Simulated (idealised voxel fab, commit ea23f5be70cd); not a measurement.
The process module that follows is named voxel ribs on slabs.
The width of the displayed cross-section, cut, is 260 nm; its cells are square, with a size of 5 nm.
Think of the cross-section as a grid of square cells. We describe it in bands, top to bottom, and each band covers one or more rows of those cells.
Within each band entry, the heights of the top and of the bottom of the band appear first, in that order and in nm; the materials of the band then follow from left to right, each with its corresponding width in nm. The designation "all across" on a single material indicates that it fills the band from edge to edge; the designation "empty" indicates empty space.
Where do heights start? At 0: under that level the wafer as delivered is made of one material only. And the lowest band has no floor; it just carries on downward, as in "0 nm and below".
Top row gets the first number, bottom row gets the second, and each row in between changes by the same step: that is how a band width like "30..40" works.
No cell of the cross-section changed in a step that is given as "no modification".
What "Enclosed void catalog" gives you is every empty space of 8 cells or more that is cut off from the top. Each appears as width x height at distance, with the distance taken from the left edge and width, height and distance all in nm.
Heads up: the bit after the settings on a step's line is the simulator's remark on that step.
For masked steps, "overlay nm" on the step line gives how far right of plan the mask actually lay; a minus sign means it lay to the left.

Set out below are the planned steps of the process
1 RECEIVE with material Si
2 DIRECTIONAL_DEP with material SiO2, thk nm 30
3 DIRECTIONAL_DEP with material polySi, thk nm 15
4 DIRECTIONAL_DEP with material aC, thk nm 10
5 PATTERN with tone cover, mask id RIB, material resist, width nm 15, thk nm 30, overlay nm 0
6 DIRECTIONAL_ETCH with etch materials aC, depth nm 10
7 STRIP with etch materials resist
8 DIRECTIONAL_ETCH with etch materials polySi, depth nm 10
9 STRIP with etch materials aC
10 MASKED_ETCH with tone cover, mask id SLAB, width nm 75, etch materials polySi, depth nm 5, overlay nm 0
11 FILL_DEP with material SiO2, thk nm 15
12 CMP with height nm 55
13 DIRECTIONAL_DEP with material W, thk nm 10
14 DIRECTIONAL_DEP with material aC, thk nm 15
15 PATTERN with tone cover, mask id HEATER, material resist, width nm 25, thk nm 30, overlay nm 0
16 DIRECTIONAL_ETCH with etch materials aC, depth nm 15
17 STRIP with etch materials resist
18 DIRECTIONAL_ETCH with etch materials W, depth nm 10
19 STRIP with etch materials aC
20 CONFORMAL_DEP with material SiN, thk nm 5

Wafer cross-section on receipt, i.e. after step 1
  0 nm and below  Si all across
  Enclosed void catalog: none

Here's the cross-section of the first of our two wafers at the end of the module - it ran as planned
  70 nm to 65 nm  empty=110 / SiN=35 / empty=115
  65 nm to 60 nm  empty=110 / SiN=5 / W=25 / SiN=5 / empty=115
  60 nm to 55 nm  SiN=115 / W=25 / SiN=120
  55 nm to 45 nm  SiO2 all across
  45 nm to 35 nm  SiO2=120 / polySi=15 / SiO2=125
  35 nm to 30 nm  SiO2=90 / polySi=75 / SiO2=95
  30 nm to 0 nm  SiO2 all across
  0 nm and below  Si all across
  Enclosed void catalog: none

Second of two wafers, module complete, sectioned: it shares the first wafer's start and plan but was run with one mistake
  70 nm to 65 nm  empty=110 / SiN=35 / empty=115
  65 nm to 60 nm  empty=110 / SiN=5 / W=25 / SiN=5 / empty=115
  60 nm to 55 nm  SiN=115 / W=25 / SiN=120
  55 nm to 45 nm  SiO2 all across
  45 nm to 35 nm  SiO2=120 / polySi=15 / SiO2=125
  35 nm to 30 nm  SiO2=95 / polySi=75 / SiO2=90
  30 nm to 0 nm  SiO2 all across
  0 nm and below  Si all across
  Enclosed void catalog: none
Nonconformance to the process plan: step 10 changed vs plan, executed as MASKED_ETCH with tone cover, mask id SLAB, width nm 75, etch materials polySi, depth nm 5, overlay nm 5
Tallied in cells, the final second wafer holds each material in the same quantity as the first, although not at the same places.
